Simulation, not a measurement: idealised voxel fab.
The document below concerns the process module designated voxel ribs on slabs.
Section shown: cut. Width: 240 nm. Cell size: 5 nm, square.
Cross-section, as written here: a square-cell grid given band by band from the top down, where a band holds one or more rows of cells.
First you get the band's top height and its bottom height, in nm, and then the materials it's made of, left to right, with each width in nm. If you see a single material with "everywhere", that one covers the band edge to edge. "empty" is empty space.
Beneath 0, the wafer as received is one material, and that level is where height counting begins. The lowest band goes on downward without a bottom; it is written like "0..down".
Width: "30 to 40" (first number = top row, second number = bottom row, same change from row to row of cells).
Where the words "same as before" appear for a step, the cross-section shows no cell changed by that step; every cell remained as before.
For the entry "Closed internal cavities", the listed items are empty spaces with no open way to the top whose size is 8 cells or more; each item follows the pattern width x height at distance, where distance is from the left edge and all three are in nm.
Past the settings on a step's line: simulator remark, on that step.
"overlay nm", when on a step's line for a step with a mask, measures how far to the right of its planned place the mask lay; a negative measure means to the left.
So here's the lineup of process steps we planned:
1 RECEIVE | material Si
2 DIRECTIONAL_DEP | material SiO2 | thk nm 20
3 DIRECTIONAL_DEP | material SiN | thk nm 20
4 DIRECTIONAL_DEP | material aC | thk nm 10
5 PATTERN | tone cover | mask id RIB | material resist | width nm 30 | thk nm 30 | overlay nm 0
6 DIRECTIONAL_ETCH | etch materials aC | depth nm 10
7 STRIP | etch materials resist
8 DIRECTIONAL_ETCH | etch materials SiN | depth nm 15
9 STRIP | etch materials aC
10 MASKED_ETCH | tone cover | mask id SLAB | width nm 60 | etch materials SiN | depth nm 5 | overlay nm 0
11 FILL_DEP | material SiO2 | thk nm 15
12 CMP | height nm 50
13 DIRECTIONAL_DEP | material W | thk nm 5
14 MASKED_ETCH | tone cover | mask id HEATER | width nm 40 | etch materials W | depth nm 5 | overlay nm 0
15 CONFORMAL_DEP | material SiN | thk nm 10
Wafer at receipt (post step 1), cross-section:
    0..down = Si everywhere
    Closed internal cavities: none
Here's the wafer cut in cross-section after the module, started and planned just like above, except one thing was done wrong in the run:
    65..60 = empty=90 | SiN=60 | empty=90
    60..55 = SiN everywhere
    55..50 = SiN=100 | W=40 | SiN=100
    50..40 = SiO2=105 to 90 | SiN=30 to 60 | SiO2=105 to 90
    40..0 = SiO2 everywhere
    0..down = Si everywhere
    Closed internal cavities: none
The mistake made against the process plan was this: step 2 was run twice
